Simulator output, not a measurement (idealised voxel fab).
Process module in this document: voxel double patterning
Cross-section cut: width 215 nm, square cells of 5 nm.
When this document writes out a cross-section, it uses a grid of square cells and lists it as bands, beginning at the top and moving down, with a band standing for one or more rows of cells. Read a band's entry like this: the first values are the height of its top and the height of its bottom in nm, and what follows is the sequence of materials from left to right, each with its width in nm. Note that "air" is empty space, and that a single material marked "all across" reaches across the band from edge to edge. Height datum 0, below which the as-received substrate wafer is one material. Lowest band open at the bottom, running downward: "z 0 and below". With a width like "30 to 40", each row of cells in the band differs from the next by the same amount, the top row carrying the first number and the bottom row the second. Any step labelled "changes: none" changed none of the cells in the cross-section. "Tabulated closed voids" lists enclosed empty spaces (at least 8 cells, no open path upward to the top), each as width x height at distance from the left edge, in nm. What comes after the settings on a step's line is commentary from the simulator itself on that step. If you see "overlay nm" on a step's line and that step has a mask, it's telling you how far right of where it was planned the mask ended up; a negative number means it went left instead.

This section lists the process steps that were planned
1. RECEIVE,material Si
2. CONFORMAL_DEP,material SiO2,thk nm 10
3. DIRECTIONAL_DEP,material polySi,thk nm 10
4. DIRECTIONAL_DEP,material SiN,thk nm 5
5. DIRECTIONAL_DEP,material aC,thk nm 15
6. PATTERN,tone open,mask id FIRST,material resist,width nm 15,pitch nm 50,thk nm 30,overlay nm 0
7. DIRECTIONAL_ETCH,etch materials aC,depth nm 15
8. STRIP,etch materials resist
9. DIRECTIONAL_ETCH,etch materials SiN,depth nm 5
10. STRIP,etch materials aC
11. MASKED_ETCH,tone open,mask id SECOND,width nm 15,etch materials SiN,depth nm 5,overlay nm 0
12. DIRECTIONAL_ETCH,etch materials polySi,depth nm 10
13. STRIP,etch materials SiN

As-received state of the wafer in cross-section, equivalent to post-step 1
> z 0 and below | Si all across
> Tabulated closed voids: none

End-of-module cross-section of the first of two wafers, processed as planned
> z 20 to 10 | 75 of polySi  15 of air  10 of polySi  15 of air  10 of polySi  15 of air  75 of polySi
> z 10 to 0 | SiO2 all across
> z 0 and below | Si all across
> Tabulated closed voids: none

The second wafer, shown in cross-section after the module: started the same way as the first and given the same plan, yet one mistake crept into how it was run
> z 10 to 0 | 75 of polySi  15 of air  10 of polySi  15 of air  10 of polySi  15 of air  75 of polySi
> z 0 and below | Si all across
> Tabulated closed voids: none
So what did we get wrong on this run? the run left out plan step 2 entirely, so it was never executed
Materials where the second wafer ends with more or fewer cells than the first: SiO2: 86 fewer
